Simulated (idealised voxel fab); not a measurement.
voxel capacitor over wiring: a process module
The figure presents cross-section cut, which has a width of 180 nm and is divided into square cells with an edge length of 5 nm.
When this document writes out a cross-section, it uses a grid of square cells and lists it as bands, beginning at the top and moving down, with a band standing for one or more rows of cells.
Basically the band line says how high the top is and how high the bottom is, in nm, and then what's in it from left to right, every material with its width in nm. Empty space shows up as "empty", and if a single material carries "edge to edge" it runs the full band edge to edge.
The reference from which all heights are counted is 0, the level beneath which the as-received wafer is entirely one material; the lowest band, having no lower bound, proceeds downward and is written after the example "0 down".
With a width like "30..40", each row of cells in the band differs from the next by the same amount, the top row carrying the first number and the bottom row the second.
Where the words "nothing changed" appear for a step, the cross-section shows no cell changed by that step; every cell remained as before.
Voids not open to the top, 8 cells minimum: see "Trapped void list". Written width x height at distance; distance is from the left edge; nm.
On a step's line, text after the settings is the simulator commenting on that step.
On any step carrying a mask, the "overlay nm" setting, if present on the step's line, tells how far right of its planned place the mask lay; negative values point to the left.

**This section lists the process steps that were planned**
step 1: RECEIVE: material Si
step 2: CONFORMAL_DEP: material SiO2, thk nm 15
step 3: DIRECTIONAL_DEP: material TiN, thk nm 5
step 4: DIRECTIONAL_DEP: material Ru, thk nm 20
step 5: PATTERN: tone cover, mask id METAL_1, material resist, width nm 25, pitch nm 95, thk nm 20, overlay nm 0
step 6: DIRECTIONAL_ETCH: etch materials Ru, depth nm 20
step 7: DIRECTIONAL_ETCH: etch materials TiN, depth nm 5
step 8: STRIP: etch materials resist
step 9: CONFORMAL_DEP: material SiCN, thk nm 5
step 10: FILL_DEP: material lowk, thk nm 5
step 11: CMP: height nm 40
step 12: CONFORMAL_DEP: material SiCN, thk nm 5
step 13: DIRECTIONAL_DEP: material SiO2, thk nm 10
step 14: DIRECTIONAL_DEP: material aC, thk nm 15
step 15: PATTERN: tone open, mask id PLUG_1, material resist, width nm 15, thk nm 35, overlay nm 0
step 16: DIRECTIONAL_ETCH: etch materials aC, depth nm 15
step 17: STRIP: etch materials resist
step 18: DIRECTIONAL_ETCH: etch materials SiO2, depth nm 10
step 19: DIRECTIONAL_ETCH: etch materials SiCN, depth nm 5
step 20: STRIP: etch materials aC
step 21: EPI: material Ru, thk nm 10
step 22: EPI: material Ru, thk nm 5
step 23: DIRECTIONAL_DEP: material TiN, thk nm 5
step 24: DIRECTIONAL_DEP: material HfO2, thk nm 5
step 25: DIRECTIONAL_DEP: material TiN, thk nm 5
step 26: DIRECTIONAL_DEP: material aC, thk nm 15
step 27: PATTERN: tone cover, mask id UPPER_PLATE, material resist, width nm 75, thk nm 30, overlay nm 0
step 28: DIRECTIONAL_ETCH: etch materials aC, depth nm 15
step 29: STRIP: etch materials resist
step 30: DIRECTIONAL_ETCH: etch materials TiN, depth nm 5
step 31: DIRECTIONAL_ETCH: etch materials HfO2, depth nm 5
step 32: STRIP: etch materials aC
step 33: DIRECTIONAL_DEP: material aC, thk nm 15
step 34: PATTERN: tone cover, mask id LOWER_PLATE, material resist, width nm 85, thk nm 35, overlay nm 0
step 35: DIRECTIONAL_ETCH: etch materials aC, depth nm 5
step 36: STRIP: etch materials resist
step 37: DIRECTIONAL_ETCH: etch materials TiN, depth nm 5
step 38: STRIP: etch materials aC
step 39: FILL_DEP: material SiO2, thk nm 15
step 40: CMP: height nm 80
step 41: DIRECTIONAL_DEP: material aC, thk nm 10
step 42: PATTERN: tone open, mask id PLUG_2, material resist, width nm 15, thk nm 30, overlay nm 0
step 43: DIRECTIONAL_ETCH: etch materials aC, depth nm 10
step 44: STRIP: etch materials resist
step 45: DIRECTIONAL_ETCH: etch materials SiO2, depth nm 10
step 46: STRIP: etch materials aC
step 47: CONFORMAL_DEP: material TiN, thk nm 5
step 48: FILL_DEP: material W, thk nm 10
step 49: CMP: height nm 80
step 50: CONFORMAL_DEP: material SiCN, thk nm 5
Keep in mind the plan's value for the depth nm of step 35 comes from the first wafer; the wafers don't share that setting, but they do share the same starting point.

**As received, i.e. after step 1: cross-section through the first of several wafers**
* 0 down: Si edge to edge
* Trapped void list: none

**Module finished, last step 50 done: cross-section of the first of several wafers**
* 85 to 80: SiCN edge to edge
* 80 to 75: SiO2 50, TiN 5, W 5, TiN 5, SiO2 115
* 75 to 65: SiO2 50..40, TiN 15..75, SiO2 115..65
* 65 to 60: SiO2 40, HfO2 75, SiO2 65
* 60 to 55: TiN edge to edge
* 55 to 45: SiO2 40, Ru 15, SiO2 125
* 45 to 40: SiCN 40, Ru 15, SiCN 125
* 40 to 20: lowk 25, SiCN 5, Ru 25, SiCN 5, lowk 60, SiCN 5, Ru 25, SiCN 5, lowk 25
* 20 to 15: SiCN 30, TiN 25, SiCN 70, TiN 25, SiCN 30
* 15 to 0: SiO2 edge to edge
* 0 down: Si edge to edge
* Trapped void list: none

**Last wafer, end of module, cross-section**
* 85 to 80: SiCN edge to edge
* 80 to 75: SiO2 50, TiN 5, W 5, TiN 5, SiO2 115
* 75 to 65: SiO2 50..40, TiN 15..75, SiO2 115..65
* 65 to 60: SiO2 40, HfO2 75, SiO2 65
* 60 to 55: SiO2 35, TiN 85, SiO2 60
* 55 to 45: SiO2 40, Ru 15, SiO2 125
* 45 to 40: SiCN 40, Ru 15, SiCN 125
* 40 to 20: lowk 25, SiCN 5, Ru 25, SiCN 5, lowk 60, SiCN 5, Ru 25, SiCN 5, lowk 25
* 20 to 15: SiCN 30, TiN 25, SiCN 70, TiN 25, SiCN 30
* 15 to 0: SiO2 edge to edge
* 0 down: Si edge to edge
* Trapped void list: none

**The following table contains a row per wafer, in which are reported, at the conclusion of the module, the cells of each material gained (+) or lost (-) since the wafer's receipt, with its closed voids given thereafter**
depth nm 5 | +15 HfO2 | +49 Ru | +111 SiCN | +282 SiO2 | +66 TiN | +1 W | +88 lowk | Trapped void list: none
depth nm 10 | +15 HfO2 | +49 Ru | +111 SiCN | +282 SiO2 | +66 TiN | +1 W | +88 lowk | Trapped void list: none
depth nm 15 | +15 HfO2 | +49 Ru | +111 SiCN | +301 SiO2 | +47 TiN | +1 W | +88 lowk | Trapped void list: none
depth nm 20 | +15 HfO2 | +49 Ru | +111 SiCN | +301 SiO2 | +47 TiN | +1 W | +88 lowk | Trapped void list: none
depth nm 25 | +15 HfO2 | +49 Ru | +111 SiCN | +301 SiO2 | +47 TiN | +1 W | +88 lowk | Trapped void list: none
depth nm 30 | +15 HfO2 | +49 Ru | +111 SiCN | +301 SiO2 | +47 TiN | +1 W | +88 lowk | Trapped void list: none
